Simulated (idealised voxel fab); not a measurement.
The following is a process module called voxel local oxidation.
In the cross-section labelled cut, the width is 265 nm and each square cell is 5 nm.
Think of the cross-section as a grid of square cells. We describe it in bands, top to bottom, and each band covers one or more rows of those cells. A band entry consists of two parts. The first gives the height of the band's top and the height of its bottom, in nm. The rest lists the band's materials from left to right, each with its width in nm. A single material labelled with the word "all across" fills the band from edge to edge, and the word "blank" marks empty space. Measure heights from 0. That's the level where, below it, the as-received wafer is all one material. The lowest band is bottomless and extends downward; write it as in "0 -> down". Quick explanation for "30->40": the width changes in equal steps down the rows of cells, from the first number in the band's top row to the second number in its bottom row. The cross-section has no changed cell in any step marked "remained unchanged". "Closed-off voids": empty spaces of 8 cells or more with no open way to the top, each given as width x height at distance, distance from the left edge, all in nm. Read whatever lies past the settings on a step's line as the simulator's own remark about the step. "overlay nm" denotes, for a step that has a mask, the displacement of the mask to the right of its planned place, with negative values corresponding to the left.
**Planned step list for the process**
1: RECEIVE [material Si]
2: CONFORMAL_DEP [material SiO2] [thk nm 5]
3: CONFORMAL_DEP [material SiN] [thk nm 15]
4: MASKED_ETCH [tone cover] [mask id ACTIVE] [width nm 95] [pitch nm 120] [etch materials SiN] [depth nm 15] [overlay nm 0]
5: SELECTIVE_ETCH [etch materials SiO2] [depth nm 5]
6: OXIDIZE [depth nm 10]
7: STRIP [etch materials SiN]
**Cross-section, incoming material, after step 1**
  0 -> down  Si all across
  Closed-off voids: none
**One mistake in running the module, otherwise start and plan as above: cross-section at the end**
  5 -> 0  blank (40)  SiO2 (85)  blank (35)  SiO2 (85)  blank (20)
  0 -> -10  SiO2 (50)  Si (65)  SiO2 (55)  Si (65)  SiO2 (30)
  -10 -> down  Si all across
  Closed-off voids: none
Processing error: step 4 deviated from plan and actually ran as MASKED_ETCH [tone cover] [mask id ACTIVE] [width nm 95] [pitch nm 120] [etch materials SiN] [depth nm 15] [overlay nm 10]
